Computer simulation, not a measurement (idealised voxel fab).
Process module in this document: voxel capacitor over wiring
Square cell edge 5 nm, section width 155 nm, ID cut.
A cross-section is written here as square cells arranged in a grid, and it is given in bands from the top down, each band taking up one or more rows of cells.
Within each band entry, the heights of the top and of the bottom of the band appear first, in that order and in nm; the materials of the band then follow from left to right, each with its corresponding width in nm. The designation "full width" on a single material indicates that it fills the band from edge to edge; the designation "blank" indicates empty space.
Zero point of the height axis is 0; under it, received wafer = one material. Lowest band: continues down indefinitely, "0 nm and below".
So if you see something like "30 to 40" for the width, read it as the top row of the band sitting at the first number and the bottom row at the second, with every row in between moving by the same amount as the last.
"changes: none" after a step means that no cell of the cross-section changed.
So "Closed cavity list" is basically the list of trapped voids: any empty space of 8 cells or more that can't reach the top through an opening. They're written width x height at distance, the distance being from the left edge, and it's all nm.
Formally, on a step line, whatever follows the settings is a remark that the simulator itself makes on the step.
Steps that use a mask can have "overlay nm" on their line. It says how far the mask sat to the right of where it was meant to be. Negative means to the left.
# Process steps (planned)
1 RECEIVE,material Si
2 CONFORMAL_DEP,material SiO2,thk nm 15
3 CONFORMAL_DEP,material SiCN,thk nm 5
4 DIRECTIONAL_DEP,material SiO2,thk nm 25
5 DIRECTIONAL_DEP,material aC,thk nm 10
6 PATTERN,tone open,mask id METAL_1,material resist,width nm 30,pitch nm 95,thk nm 30,overlay nm 0
7 DIRECTIONAL_ETCH,etch materials aC,depth nm 10
8 STRIP,etch materials resist
9 DIRECTIONAL_ETCH,etch materials SiO2,depth nm 25
10 DIRECTIONAL_ETCH,etch materials SiCN,depth nm 5
11 STRIP,etch materials aC
12 CONFORMAL_DEP,material TiN,thk nm 5
13 FILL_DEP,material Cu,thk nm 10
14 CMP,height nm 45
15 CONFORMAL_DEP,material SiCN,thk nm 5
16 DIRECTIONAL_DEP,material SiO2,thk nm 10
17 MASKED_ETCH,tone open,mask id PLUG_1,width nm 15,etch materials SiO2,depth nm 10,overlay nm 0
18 MASKED_ETCH,tone open,mask id PLUG_1,width nm 15,etch materials SiCN,depth nm 5,overlay nm 0
19 CONFORMAL_DEP,material TiN,thk nm 5
20 FILL_DEP,material W,thk nm 10
21 CMP,height nm 60
22 DIRECTIONAL_DEP,material TiN,thk nm 10
23 DIRECTIONAL_DEP,material HfO2,thk nm 5
24 DIRECTIONAL_DEP,material TiN,thk nm 10
25 PATTERN,tone cover,mask id UPPER_PLATE,material resist,width nm 70,thk nm 15,overlay nm 0
26 DIRECTIONAL_ETCH,etch materials TiN,depth nm 10
27 DIRECTIONAL_ETCH,etch materials HfO2,depth nm 5
28 STRIP,etch materials resist
29 DIRECTIONAL_DEP,material aC,thk nm 10
30 PATTERN,tone cover,mask id LOWER_PLATE,material resist,width nm 80,thk nm 25,overlay nm 0
31 DIRECTIONAL_ETCH,etch materials aC,depth nm 10
32 STRIP,etch materials resist
33 DIRECTIONAL_ETCH,etch materials TiN,depth nm 10
34 STRIP,etch materials aC
35 FILL_DEP,material SiO2,thk nm 20
36 CMP,height nm 100
37 MASKED_ETCH,tone open,mask id PLUG_2,width nm 15,etch materials SiO2,depth nm 15,overlay nm 0
38 CONFORMAL_DEP,material TiN,thk nm 5
39 FILL_DEP,material Ru,thk nm 10
40 CMP,height nm 100
41 CONFORMAL_DEP,material SiCN,thk nm 5
# The first of two wafers, run as planned
# Cross-section, incoming material, after step 1
* 0 nm and below | Si full width
* Closed cavity list: none
# Sectional view: wafer, after step 2
* 15 nm to 0 nm | SiO2 full width
* Below a height of 0, the structure has not been altered.
# Sectional view: wafer, after step 3
* 20 nm to 15 nm | SiCN full width
* Below a height of 15, the structure has not been altered.
# Sectional view: wafer, after step 4
* 45 nm to 20 nm | SiO2 full width
* Below a height of 20, the structure has not been altered.
# Sectional view: wafer, after step 5
* 55 nm to 45 nm | aC full width
* Below a height of 45, the structure has not been altered.
# Sectional view: wafer, after step 6
* 85 nm to 55 nm | resist (15), blank (30), resist (65), blank (30), resist (15)
* Below a height of 55, the structure has not been altered.
# Sectional view: wafer, after step 7
* 75 nm to 55 nm | resist (15), blank (30), resist (65), blank (30), resist (15)
* 55 nm to 45 nm | aC (15), blank (30), aC (65), blank (30), aC (15)
* Below a height of 45, the structure has not been altered.
# Sectional view: wafer, after step 8
* 55 nm to 45 nm | aC (15), blank (30), aC (65), blank (30), aC (15)
* Below a height of 45, the structure has not been altered.
# Sectional view: wafer, after step 9
* 55 nm to 45 nm | aC (15), blank (30), aC (65), blank (30), aC (15)
* 45 nm to 20 nm | SiO2 (15), blank (30), SiO2 (65), blank (30), SiO2 (15)
* Below a height of 20, the structure has not been altered.
# Sectional view: wafer, after step 10
* 55 nm to 45 nm | aC (15), blank (30), aC (65), blank (30), aC (15)
* 45 nm to 20 nm | SiO2 (15), blank (30), SiO2 (65), blank (30), SiO2 (15)
* 20 nm to 15 nm | SiCN (15), blank (30), SiCN (65), blank (30), SiCN (15)
* Below a height of 15, the structure has not been altered.
# Sectional view: wafer, after step 11
* 45 nm to 20 nm | SiO2 (15), blank (30), SiO2 (65), blank (30), SiO2 (15)
* Below a height of 20, the structure has not been altered.
# Sectional view: wafer, after step 12
* 50 nm to 45 nm | TiN (20), blank (20), TiN (75), blank (20), TiN (20)
* 45 nm to 20 nm | SiO2 (15), TiN (5), blank (20), TiN (5), SiO2 (65), TiN (5), blank (20), TiN (5), SiO2 (15)
* 20 nm to 15 nm | SiCN (15), TiN (30), SiCN (65), TiN (30), SiCN (15)
* Below a height of 15, the structure has not been altered.
# Sectional view: wafer, after step 13
* 60 nm to 50 nm | Cu full width
* 50 nm to 45 nm | TiN (20), Cu (20), TiN (75), Cu (20), TiN (20)
* 45 nm to 20 nm | SiO2 (15), TiN (5), Cu (20), TiN (5), SiO2 (65), TiN (5), Cu (20), TiN (5), SiO2 (15)
* Below a height of 20, the structure has not been altered.
# Sectional view: wafer, after step 14
* 45 nm to 20 nm | SiO2 (15), TiN (5), Cu (20), TiN (5), SiO2 (65), TiN (5), Cu (20), TiN (5), SiO2 (15)
* Below a height of 20, the structure has not been altered.
# Sectional view: wafer, after step 15
* 50 nm to 45 nm | SiCN full width
* Below a height of 45, the structure has not been altered.
# Sectional view: wafer, after step 16
* 60 nm to 50 nm | SiO2 full width
* Below a height of 50, the structure has not been altered.
# Sectional view: wafer, after step 17
* 60 nm to 50 nm | SiO2 (30), blank (15), SiO2 (110)
* Below a height of 50, the structure has not been altered.
# Sectional view: wafer, after step 18
* 60 nm to 50 nm | SiO2 (30), blank (15), SiO2 (110)
* 50 nm to 45 nm | SiCN (30), blank (15), SiCN (110)
* Below a height of 45, the structure has not been altered.
# Sectional view: wafer, after step 19
* 65 nm to 60 nm | TiN (35), blank (5), TiN (115)
* 60 nm to 50 nm | SiO2 (30), TiN (5), blank (5), TiN (5), SiO2 (110)
* 50 nm to 45 nm | SiCN (30), TiN (15), SiCN (110)
* Below a height of 45, the structure has not been altered.
# Sectional view: wafer, after step 20
* 75 nm to 65 nm | W full width
* 65 nm to 60 nm | TiN (35), W (5), TiN (115)
* 60 nm to 50 nm | SiO2 (30), TiN (5), W (5), TiN (5), SiO2 (110)
* Below a height of 50, the structure has not been altered.
# Sectional view: wafer, after step 21
* 60 nm to 50 nm | SiO2 (30), TiN (5), W (5), TiN (5), SiO2 (110)
* Below a height of 50, the structure has not been altered.
# Sectional view: wafer, after step 22
* 70 nm to 60 nm | TiN full width
* Below a height of 60, the structure has not been altered.
# Sectional view: wafer, after step 23
* 75 nm to 70 nm | HfO2 full width
* Below a height of 70, the structure has not been altered.
# Sectional view: wafer, after step 24
* 85 nm to 75 nm | TiN full width
* Below a height of 75, the structure has not been altered.
# Sectional view: wafer, after step 25
* 100 nm to 85 nm | blank (30), resist (70), blank (55)
* Below a height of 85, the structure has not been altered.
# Sectional view: wafer, after step 26
* 100 nm to 85 nm | blank (30), resist (70), blank (55)
* 85 nm to 75 nm | blank (30), TiN (70), blank (55)
* Below a height of 75, the structure has not been altered.
# Sectional view: wafer, after step 27
* 100 nm to 85 nm | blank (30), resist (70), blank (55)
* 85 nm to 75 nm | blank (30), TiN (70), blank (55)
* 75 nm to 70 nm | blank (30), HfO2 (70), blank (55)
* Below a height of 70, the structure has not been altered.
# Sectional view: wafer, after step 28
* 85 nm to 75 nm | blank (30), TiN (70), blank (55)
* Below a height of 75, the structure has not been altered.
# Sectional view: wafer, after step 29
* 95 nm to 85 nm | blank (30), aC (70), blank (55)
* 85 nm to 80 nm | blank (30), TiN (70), blank (55)
* 80 nm to 75 nm | aC (30), TiN (70), aC (55)
* 75 nm to 70 nm | aC (30), HfO2 (70), aC (55)
* Below a height of 70, the structure has not been altered.
# Sectional view: wafer, after step 30
* 120 nm to 95 nm | blank (25), resist (80), blank (50)
* 95 nm to 85 nm | blank (25), resist (5), aC (70), resist (5), blank (50)
* 85 nm to 80 nm | blank (25), resist (5), TiN (70), resist (5), blank (50)
* Below a height of 80, the structure has not been altered.
# Sectional view: wafer, after step 31
* 110 nm to 95 nm | blank (25), resist (80), blank (50)
* 95 nm to 85 nm | blank (25), resist (5), aC (70), resist (5), blank (50)
* 85 nm to 80 nm | blank (25), resist (5), TiN (70), resist (5), blank (50)
* 80 nm to 75 nm | blank (25), aC (5), TiN (70), aC (5), blank (50)
* 75 nm to 70 nm | blank (25), aC (5), HfO2 (70), aC (5), blank (50)
* Below a height of 70, the structure has not been altered.
# Sectional view: wafer, after step 32
* 95 nm to 85 nm | blank (30), aC (70), blank (55)
* 85 nm to 80 nm | blank (30), TiN (70), blank (55)
* Below a height of 80, the structure has not been altered.
# Sectional view: wafer, after step 33
* 95 nm to 85 nm | blank (30), aC (70), blank (55)
* 85 nm to 80 nm | blank (30), TiN (70), blank (55)
* 80 nm to 75 nm | blank (25), aC (5), TiN (70), aC (5), blank (50)
* 75 nm to 70 nm | blank (25), aC (5), HfO2 (70), aC (5), blank (50)
* 70 nm to 60 nm | blank (25), TiN (80), blank (50)
* Below a height of 60, the structure has not been altered.
# Sectional view: wafer, after step 34
* 85 nm to 75 nm | blank (30), TiN (70), blank (55)
* 75 nm to 70 nm | blank (30), HfO2 (70), blank (55)
* Below a height of 70, the structure has not been altered.
# Sectional view: wafer, after step 35
* 105 nm to 85 nm | SiO2 full width
* 85 nm to 75 nm | SiO2 (30), TiN (70), SiO2 (55)
* 75 nm to 70 nm | SiO2 (30), HfO2 (70), SiO2 (55)
* 70 nm to 60 nm | SiO2 (25), TiN (80), SiO2 (50)
* Below a height of 60, the structure has not been altered.
# Sectional view: wafer, after step 36
* 100 nm to 85 nm | SiO2 full width
* Below a height of 85, the structure has not been altered.
# Sectional view: wafer, after step 37
* 100 nm to 85 nm | SiO2 (40), blank (15), SiO2 (100)
* Below a height of 85, the structure has not been altered.
# Sectional view: wafer, after step 38
* 105 nm to 100 nm | TiN (45), blank (5), TiN (105)
* 100 nm to 90 nm | SiO2 (40), TiN (5), blank (5), TiN (5), SiO2 (100)
* 90 nm to 85 nm | SiO2 (40), TiN (15), SiO2 (100)
* Below a height of 85, the structure has not been altered.
# Sectional view: wafer, after step 39
* 115 nm to 105 nm | Ru full width
* 105 nm to 100 nm | TiN (45), Ru (5), TiN (105)
* 100 nm to 90 nm | SiO2 (40), TiN (5), Ru (5), TiN (5), SiO2 (100)
* Below a height of 90, the structure has not been altered.
# Sectional view: wafer, after step 40
* 100 nm to 90 nm | SiO2 (40), TiN (5), Ru (5), TiN (5), SiO2 (100)
* Below a height of 90, the structure has not been altered.
# Sectional view: wafer, after step 41
* 105 nm to 100 nm | SiCN full width
* Below a height of 100, the structure has not been altered.
# It is to be noted that the second wafer proceeded from the same initial state and according to the same plan as the first, although one mistake was committed in its execution; through step 24, inclusive, the two wafers share an identical history
# Second wafer shown in cross-section at the time step 25 was slated to end
* 100 nm to 85 nm | blank (20), resist (70), blank (65)
* Below a height of 85, the structure has not been altered.
# Second wafer shown in cross-section at the time step 26 was slated to end
* 100 nm to 85 nm | blank (20), resist (70), blank (65)
* 85 nm to 75 nm | blank (20), TiN (70), blank (65)
* Below a height of 75, the structure has not been altered.
# Second wafer shown in cross-section at the time step 27 was slated to end
* 100 nm to 85 nm | blank (20), resist (70), blank (65)
* 85 nm to 75 nm | blank (20), TiN (70), blank (65)
* 75 nm to 70 nm | blank (20), HfO2 (70), blank (65)
* Below a height of 70, the structure has not been altered.
# Second wafer shown in cross-section at the time step 28 was slated to end
* 85 nm to 75 nm | blank (20), TiN (70), blank (65)
* Below a height of 75, the structure has not been altered.
# Second wafer shown in cross-section at the time step 29 was slated to end
* 95 nm to 85 nm | blank (20), aC (70), blank (65)
* 85 nm to 80 nm | blank (20), TiN (70), blank (65)
* 80 nm to 75 nm | aC (20), TiN (70), aC (65)
* 75 nm to 70 nm | aC (20), HfO2 (70), aC (65)
* Below a height of 70, the structure has not been altered.
# Second wafer shown in cross-section at the time step 30 was slated to end
* 120 nm to 95 nm | blank (25), resist (80), blank (50)
* 95 nm to 85 nm | blank (20), aC (70), resist (15), blank (50)
* 85 nm to 80 nm | blank (20), TiN (70), resist (15), blank (50)
* Below a height of 80, the structure has not been altered.
# Second wafer shown in cross-section at the time step 31 was slated to end
* 110 nm to 95 nm | blank (25), resist (80), blank (50)
* 95 nm to 85 nm | blank (25), aC (65), resist (15), blank (50)
* 85 nm to 80 nm | blank (20), TiN (70), resist (15), blank (50)
* 80 nm to 75 nm | blank (20), TiN (70), aC (15), blank (50)
* 75 nm to 70 nm | blank (20), HfO2 (70), aC (15), blank (50)
* Below a height of 70, the structure has not been altered.
# Second wafer shown in cross-section at the time step 32 was slated to end
* 95 nm to 85 nm | blank (25), aC (65), blank (65)
* 85 nm to 80 nm | blank (20), TiN (70), blank (65)
* Below a height of 80, the structure has not been altered.
# Second wafer shown in cross-section at the time step 33 was slated to end
* 95 nm to 85 nm | blank (25), aC (65), blank (65)
* 85 nm to 80 nm | blank (25), TiN (65), blank (65)
* 80 nm to 75 nm | blank (25), TiN (65), aC (15), blank (50)
* 75 nm to 70 nm | blank (20), HfO2 (70), aC (15), blank (50)
* 70 nm to 60 nm | blank (20), TiN (85), blank (50)
* Below a height of 60, the structure has not been altered.
# Second wafer shown in cross-section at the time step 34 was slated to end
* 85 nm to 75 nm | blank (25), TiN (65), blank (65)
* 75 nm to 70 nm | blank (20), HfO2 (70), blank (65)
* Below a height of 70, the structure has not been altered.
# Second wafer shown in cross-section at the time step 35 was slated to end
* 105 nm to 85 nm | SiO2 full width
* 85 nm to 75 nm | SiO2 (25), TiN (65), SiO2 (65)
* 75 nm to 70 nm | SiO2 (20), HfO2 (70), SiO2 (65)
* 70 nm to 60 nm | SiO2 (20), TiN (85), SiO2 (50)
* Below a height of 60, the structure has not been altered.
# Second wafer shown in cross-section at the time step 36 was slated to end
* 100 nm to 85 nm | SiO2 full width
* Below a height of 85, the structure has not been altered.
# Second wafer shown in cross-section at the time step 37 was slated to end
* 100 nm to 85 nm | SiO2 (40), blank (15), SiO2 (100)
* Below a height of 85, the structure has not been altered.
# Second wafer shown in cross-section at the time step 38 was slated to end
* 105 nm to 100 nm | TiN (45), blank (5), TiN (105)
* 100 nm to 90 nm | SiO2 (40), TiN (5), blank (5), TiN (5), SiO2 (100)
* 90 nm to 85 nm | SiO2 (40), TiN (15), SiO2 (100)
* Below a height of 85, the structure has not been altered.
# Second wafer shown in cross-section at the time step 39 was slated to end
* 115 nm to 105 nm | Ru full width
* 105 nm to 100 nm | TiN (45), Ru (5), TiN (105)
* 100 nm to 90 nm | SiO2 (40), TiN (5), Ru (5), TiN (5), SiO2 (100)
* Below a height of 90, the structure has not been altered.
# Second wafer shown in cross-section at the time step 40 was slated to end
* 100 nm to 90 nm | SiO2 (40), TiN (5), Ru (5), TiN (5), SiO2 (100)
* Below a height of 90, the structure has not been altered.
# Second wafer shown in cross-section at the time step 41 was slated to end
* 105 nm to 100 nm | SiCN full width
* Below a height of 100, the structure has not been altered.
So what did we get wrong on this run? it should be noted that step 25 was executed with settings other than those planned, the operation and settings actually applied being PATTERN,tone cover,mask id UPPER_PLATE,material resist,width nm 70,thk nm 15,overlay nm -10
The two final wafers agree on how many cells each material fills and disagree on which cells those are.
